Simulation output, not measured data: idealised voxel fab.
Process module, titled voxel self aligned contacts
Each square cell in cross-section cut measures 5 nm, and the section as a whole is 235 nm wide.
Each cross-section below is a grid of square cells, stated as bands in top-down order, with one or more rows of cells making up each band.
Per band: top height and bottom height in nm, followed by the left-to-right materials and their widths in nm; "full width" marks a single material spanning edge to edge, "air" marks empty space.
Measure heights from 0. That's the level where, below it, the as-received wafer is all one material. The lowest band is bottomless and extends downward; write it as in "top 0, no bottom".
A two-number width, for instance "30..40", indicates that the width is equal to the first number in the top row of the band and to the second number in the bottom row, and that it changes by a constant amount per row of cells.
Given "remained unchanged" for a step, no cell of the cross-section differs between before and after that step.
In the "Cavities, closed" entry, you get each enclosed empty space of 8 cells or more, one with no open way to the top, written width x height at distance, distance from the left edge, in nm.
Where a step's line continues beyond its settings, the continuation is a remark by the simulator itself on that step.
Regarding "overlay nm": on a step with a mask, it is the distance the mask lay to the right of its planned place; a negative value places it to the left.

# plan
| 1 | RECEIVE: material Si |
| 2 | OXIDIZE: depth nm 5 |
| 3 | DIRECTIONAL_DEP: material polySi, thk nm 25 |
| 4 | DIRECTIONAL_DEP: material SiN, thk nm 15 |
| 5 | PATTERN: tone cover, mask id GATE, material resist, width nm 25, pitch nm 50, thk nm 20, overlay nm 0 |
| 6 | DIRECTIONAL_ETCH: etch materials SiN, depth nm 15 |
| 7 | DIRECTIONAL_ETCH: etch materials polySi, depth nm 25 |
| 8 | STRIP: etch materials resist |
| 9 | CONFORMAL_DEP: material SiN, thk nm 5 |
| 10 | DIRECTIONAL_ETCH: etch materials SiN, depth nm 5 |
| 11 | FILL_DEP: material SiO2, thk nm 20 |
| 12 | CMP: height nm 50 |
| 13 | DIRECTIONAL_DEP: material aC, thk nm 10 |
| 14 | PATTERN: tone open, mask id CONTACT, material resist, width nm 35, pitch nm 50, thk nm 30, overlay nm 0 |
| 15 | DIRECTIONAL_ETCH: etch materials aC, depth nm 10 |
| 16 | STRIP: etch materials resist |
| 17 | DIRECTIONAL_ETCH: etch materials SiO2, depth nm 55 |
| 18 | STRIP: etch materials aC |
| 19 | CONFORMAL_DEP: material TiN, thk nm 5 |
| 20 | FILL_DEP: material Ru, thk nm 10 |
| 21 | CMP: height nm 50 |
| 22 | CONFORMAL_DEP: material SiCN, thk nm 5 |

# First wafer out of two, processed as planned

# as received, after step 1
* top 0, no bottom | Si full width
* Cavities, closed: none

# Sectional view: wafer, after step 2
* top 0, bottom -5 | SiO2 full width
* Unchanged below -5.

# Sectional view: wafer, after step 3
* top 25, bottom 0 | polySi full width
* Unchanged below 0.

# Sectional view: wafer, after step 4
* top 40, bottom 25 | SiN full width
* Unchanged below 25.

# Sectional view: wafer, after step 5
* top 60, bottom 40 | 55 of air; 25 of resist; 25 of air; 25 of resist; 25 of air; 25 of resist; 55 of air
* Unchanged below 40.

# Sectional view: wafer, after step 6
* top 60, bottom 40 | 55 of air; 25 of resist; 25 of air; 25 of resist; 25 of air; 25 of resist; 55 of air
* top 40, bottom 25 | 55 of air; 25 of SiN; 25 of air; 25 of SiN; 25 of air; 25 of SiN; 55 of air
* Unchanged below 25.

# Sectional view: wafer, after step 7
* top 60, bottom 40 | 55 of air; 25 of resist; 25 of air; 25 of resist; 25 of air; 25 of resist; 55 of air
* top 40, bottom 25 | 55 of air; 25 of SiN; 25 of air; 25 of SiN; 25 of air; 25 of SiN; 55 of air
* top 25, bottom 0 | 55 of air; 25 of polySi; 25 of air; 25 of polySi; 25 of air; 25 of polySi; 55 of air
* Unchanged below 0.

# Sectional view: wafer, after step 8
* top 40, bottom 25 | 55 of air; 25 of SiN; 25 of air; 25 of SiN; 25 of air; 25 of SiN; 55 of air
* Unchanged below 25.

# Sectional view: wafer, after step 9
* top 45, bottom 25 | 50 of air; 35 of SiN; 15 of air; 35 of SiN; 15 of air; 35 of SiN; 50 of air
* top 25, bottom 5 | 50 of air; 5 of SiN; 25 of polySi; 5 of SiN; 15 of air; 5 of SiN; 25 of polySi; 5 of SiN; 15 of air; 5 of SiN; 25 of polySi; 5 of SiN; 50 of air
* top 5, bottom 0 | 55 of SiN; 25 of polySi; 25 of SiN; 25 of polySi; 25 of SiN; 25 of polySi; 55 of SiN
* Unchanged below 0.

# Sectional view: wafer, after step 10
* top 40, bottom 25 | 50 of air; 35 of SiN; 15 of air; 35 of SiN; 15 of air; 35 of SiN; 50 of air
* top 25, bottom 0 | 50 of air; 5 of SiN; 25 of polySi; 5 of SiN; 15 of air; 5 of SiN; 25 of polySi; 5 of SiN; 15 of air; 5 of SiN; 25 of polySi; 5 of SiN; 50 of air
* Unchanged below 0.

# Sectional view: wafer, after step 11
* top 60, bottom 40 | SiO2 full width
* top 40, bottom 25 | 50 of SiO2; 35 of SiN; 15 of SiO2; 35 of SiN; 15 of SiO2; 35 of SiN; 50 of SiO2
* top 25, bottom 0 | 50 of SiO2; 5 of SiN; 25 of polySi; 5 of SiN; 15 of SiO2; 5 of SiN; 25 of polySi; 5 of SiN; 15 of SiO2; 5 of SiN; 25 of polySi; 5 of SiN; 50 of SiO2
* Unchanged below 0.

# Sectional view: wafer, after step 12
* top 50, bottom 40 | SiO2 full width
* Unchanged below 40.

# Sectional view: wafer, after step 13
* top 60, bottom 50 | aC full width
* Unchanged below 50.

# Sectional view: wafer, after step 14
* top 90, bottom 60 | 75 of resist; 35 of air; 15 of resist; 35 of air; 75 of resist
* Unchanged below 60.

# Sectional view: wafer, after step 15
* top 80, bottom 60 | 75 of resist; 35 of air; 15 of resist; 35 of air; 75 of resist
* top 60, bottom 50 | 75 of aC; 35 of air; 15 of aC; 35 of air; 75 of aC
* Unchanged below 50.

# Sectional view: wafer, after step 16
* top 60, bottom 50 | 75 of aC; 35 of air; 15 of aC; 35 of air; 75 of aC
* Unchanged below 50.

# Sectional view: wafer, after step 17
* top 60, bottom 50 | 75 of aC; 35 of air; 15 of aC; 35 of air; 75 of aC
* top 50, bottom 40 | 75 of SiO2; 35 of air; 15 of SiO2; 35 of air; 75 of SiO2
* top 40, bottom 25 | 50 of SiO2; 35 of SiN; 15 of air; 35 of SiN; 15 of air; 35 of SiN; 50 of SiO2
* top 25, bottom 0 | 50 of SiO2; 5 of SiN; 25 of polySi; 5 of SiN; 15 of air; 5 of SiN; 25 of polySi; 5 of SiN; 15 of air; 5 of SiN; 25 of polySi; 5 of SiN; 50 of SiO2
* top 0, bottom -5 | 85 of SiO2; 15 of air; 35 of SiO2; 15 of air; 85 of SiO2
* Unchanged below -5.

# Sectional view: wafer, after step 18
* top 50, bottom 40 | 75 of SiO2; 35 of air; 15 of SiO2; 35 of air; 75 of SiO2
* Unchanged below 40.

# Sectional view: wafer, after step 19
* top 55, bottom 50 | 80 of TiN; 25 of air; 25 of TiN; 25 of air; 80 of TiN
* top 50, bottom 40 | 75 of SiO2; 5..15 of TiN; 25..5 of air; 5..15 of TiN; 15 of SiO2; 5..15 of TiN; 25..5 of air; 5..15 of TiN; 75 of SiO2
* top 40, bottom 25 | 50 of SiO2; 35 of SiN; 5 of TiN; 5 of air; 5 of TiN; 35 of SiN; 5 of TiN; 5 of air; 5 of TiN; 35 of SiN; 50 of SiO2
* top 25, bottom 0 | 50 of SiO2; 5 of SiN; 25 of polySi; 5 of SiN; 5 of TiN; 5 of air; 5 of TiN; 5 of SiN; 25 of polySi; 5 of SiN; 5 of TiN; 5 of air; 5 of TiN; 5 of SiN; 25 of polySi; 5 of SiN; 50 of SiO2
* top 0, bottom -5 | 85 of SiO2; 15 of TiN; 35 of SiO2; 15 of TiN; 85 of SiO2
* Unchanged below -5.

# Sectional view: wafer, after step 20
* top 65, bottom 55 | Ru full width
* top 55, bottom 50 | 80 of TiN; 25 of Ru; 25 of TiN; 25 of Ru; 80 of TiN
* top 50, bottom 40 | 75 of SiO2; 5..15 of TiN; 25..5 of Ru; 5..15 of TiN; 15 of SiO2; 5..15 of TiN; 25..5 of Ru; 5..15 of TiN; 75 of SiO2
* top 40, bottom 25 | 50 of SiO2; 35 of SiN; 5 of TiN; 5 of Ru; 5 of TiN; 35 of SiN; 5 of TiN; 5 of Ru; 5 of TiN; 35 of SiN; 50 of SiO2
* top 25, bottom 0 | 50 of SiO2; 5 of SiN; 25 of polySi; 5 of SiN; 5 of TiN; 5 of Ru; 5 of TiN; 5 of SiN; 25 of polySi; 5 of SiN; 5 of TiN; 5 of Ru; 5 of TiN; 5 of SiN; 25 of polySi; 5 of SiN; 50 of SiO2
* Unchanged below 0.

# Sectional view: wafer, after step 21
* top 50, bottom 40 | 75 of SiO2; 5..15 of TiN; 25..5 of Ru; 5..15 of TiN; 15 of SiO2; 5..15 of TiN; 25..5 of Ru; 5..15 of TiN; 75 of SiO2
* Unchanged below 40.

# Sectional view: wafer, after step 22
* top 55, bottom 50 | SiCN full width
* Unchanged below 50.

# The second wafer: identical to the first at the outset and in its planned sequence, differing only in that one mistake was made during processing; up to and including step 13, its path is the first wafer's path

# Second wafer: cross-section at the scheduled end of step 14
* top 90, bottom 60 | 80 of resist; 35 of air; 15 of resist; 35 of air; 70 of resist
* Unchanged below 60.

# Second wafer: cross-section at the scheduled end of step 15
* top 80, bottom 60 | 80 of resist; 35 of air; 15 of resist; 35 of air; 70 of resist
* top 60, bottom 50 | 80 of aC; 35 of air; 15 of aC; 35 of air; 70 of aC
* Unchanged below 50.

# Second wafer: cross-section at the scheduled end of step 16
* top 60, bottom 50 | 80 of aC; 35 of air; 15 of aC; 35 of air; 70 of aC
* Unchanged below 50.

# Second wafer: cross-section at the scheduled end of step 17
* top 60, bottom 50 | 80 of aC; 35 of air; 15 of aC; 35 of air; 70 of aC
* top 50, bottom 40 | 80 of SiO2; 35 of air; 15 of SiO2; 35 of air; 70 of SiO2
* top 40, bottom 25 | 50 of SiO2; 35 of SiN; 15 of air; 35 of SiN; 15 of air; 35 of SiN; 50 of SiO2
* top 25, bottom 0 | 50 of SiO2; 5 of SiN; 25 of polySi; 5 of SiN; 15 of air; 5 of SiN; 25 of polySi; 5 of SiN; 15 of air; 5 of SiN; 25 of polySi; 5 of SiN; 50 of SiO2
* top 0, bottom -5 | 85 of SiO2; 15 of air; 35 of SiO2; 15 of air; 85 of SiO2
* Unchanged below -5.

# Second wafer: cross-section at the scheduled end of step 18
* top 50, bottom 40 | 80 of SiO2; 35 of air; 15 of SiO2; 35 of air; 70 of SiO2
* Unchanged below 40.

# Second wafer: cross-section at the scheduled end of step 19
* top 55, bottom 50 | 85 of TiN; 25 of air; 25 of TiN; 25 of air; 75 of TiN
* top 50, bottom 40 | 80 of SiO2; 5..10 of TiN; 25..5 of air; 5..20 of TiN; 15 of SiO2; 5..10 of TiN; 25..5 of air; 5..20 of TiN; 70 of SiO2
* top 40, bottom 25 | 50 of SiO2; 35 of SiN; 5 of TiN; 5 of air; 5 of TiN; 35 of SiN; 5 of TiN; 5 of air; 5 of TiN; 35 of SiN; 50 of SiO2
* top 25, bottom 0 | 50 of SiO2; 5 of SiN; 25 of polySi; 5 of SiN; 5 of TiN; 5 of air; 5 of TiN; 5 of SiN; 25 of polySi; 5 of SiN; 5 of TiN; 5 of air; 5 of TiN; 5 of SiN; 25 of polySi; 5 of SiN; 50 of SiO2
* top 0, bottom -5 | 85 of SiO2; 15 of TiN; 35 of SiO2; 15 of TiN; 85 of SiO2
* Unchanged below -5.

# Second wafer: cross-section at the scheduled end of step 20
* top 65, bottom 55 | Ru full width
* top 55, bottom 50 | 85 of TiN; 25 of Ru; 25 of TiN; 25 of Ru; 75 of TiN
* top 50, bottom 40 | 80 of SiO2; 5..10 of TiN; 25..5 of Ru; 5..20 of TiN; 15 of SiO2; 5..10 of TiN; 25..5 of Ru; 5..20 of TiN; 70 of SiO2
* top 40, bottom 25 | 50 of SiO2; 35 of SiN; 5 of TiN; 5 of Ru; 5 of TiN; 35 of SiN; 5 of TiN; 5 of Ru; 5 of TiN; 35 of SiN; 50 of SiO2
* top 25, bottom 0 | 50 of SiO2; 5 of SiN; 25 of polySi; 5 of SiN; 5 of TiN; 5 of Ru; 5 of TiN; 5 of SiN; 25 of polySi; 5 of SiN; 5 of TiN; 5 of Ru; 5 of TiN; 5 of SiN; 25 of polySi; 5 of SiN; 50 of SiO2
* Unchanged below 0.

# Second wafer: cross-section at the scheduled end of step 21
* top 50, bottom 40 | 80 of SiO2; 5..10 of TiN; 25..5 of Ru; 5..20 of TiN; 15 of SiO2; 5..10 of TiN; 25..5 of Ru; 5..20 of TiN; 70 of SiO2
* Unchanged below 40.

# Second wafer: cross-section at the scheduled end of step 22
* top 55, bottom 50 | SiCN full width
* Unchanged below 50.
Heads up, the wafer didn't run the way we planned it: step 14 off recipe, ran as PATTERN: tone open, mask id CONTACT, material resist, width nm 35, pitch nm 50, thk nm 30, overlay nm 5
Final wafers compared: equal cell tally per material, rearranged layout.
